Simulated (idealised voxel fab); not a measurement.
Name of the process module below: voxel spacer lines
Each square cell in cross-section cut measures 5 nm, and the section as a whole is 175 nm wide.
Cross-section, as written here: a square-cell grid given band by band from the top down, where a band holds one or more rows of cells.
For a band, the entry starts with two heights in nm, that of the top and then that of the bottom, and carries on with the band's materials in order from left to right, each alongside its width in nm; the word "edge to edge" beside a single material means it fills the band edge to edge, and "air" means empty space.
We count height from 0. Below that, the starting wafer is all one material. The lowest band never ends at the bottom but goes on down; see "z 0 and below" for how that is written.
A width given as "30..40" starts at the first number in the band's top row and ends at the second number in its bottom row, shifting by an equal amount at every step from row to row.
"no change", as given for a step, is the statement that not any cell of the cross-section underwent a change during that step.
In "Closed cavities" the enclosed voids are listed, meaning empty spaces of 8 cells or larger without any opening to the top. The form is width x height at distance, distance from the left edge, units nm.
Heads up: the bit after the settings on a step's line is the simulator's remark on that step.
What "overlay nm" on a step's line means: if the step has a mask, that mask lay this far to the right of its planned place, or, when the value is negative, to the left.
## The process steps that were planned are listed below
step 1: op RECEIVE | material Si
step 2: op CONFORMAL_DEP | material Al2O3 | thk nm 5
step 3: op DIRECTIONAL_DEP | material SiN | thk nm 15
step 4: op DIRECTIONAL_DEP | material aC | thk nm 25
step 5: op PATTERN | tone cover | mask id MANDREL | material resist | width nm 15 | pitch nm 50 | thk nm 30 | overlay nm 0
step 6: op DIRECTIONAL_ETCH | etch materials aC | depth nm 25
step 7: op STRIP | etch materials resist
step 8: op CONFORMAL_DEP | material SiO2 | thk nm 10
step 9: op DIRECTIONAL_ETCH | etch materials SiO2 | depth nm 10
step 10: op STRIP | etch materials aC
step 11: op DIRECTIONAL_ETCH | etch materials SiN | depth nm 15
step 12: op STRIP | etch materials SiO2
## Cross-section of the incoming wafer, state after step 1
    z 0 and below | Si edge to edge
    Closed cavities: none
## Module complete, cross-section. Starting point and plan per above. One mistake made in running the module
    z 35 to 20 | 20 nm air; 10 nm SiN; 15 nm air; 10 nm SiN; 15 nm air; 10 nm SiN; 15 nm air; 10 nm SiN; 15 nm air; 10 nm SiN; 15 nm air; 10 nm SiN; 20 nm air
    z 20 to 5 | SiN edge to edge
    z 5 to 0 | Al2O3 edge to edge
    z 0 and below | Si edge to edge
    Closed cavities: none
So what did we get wrong on this run? twice, step 3 of the plan was run
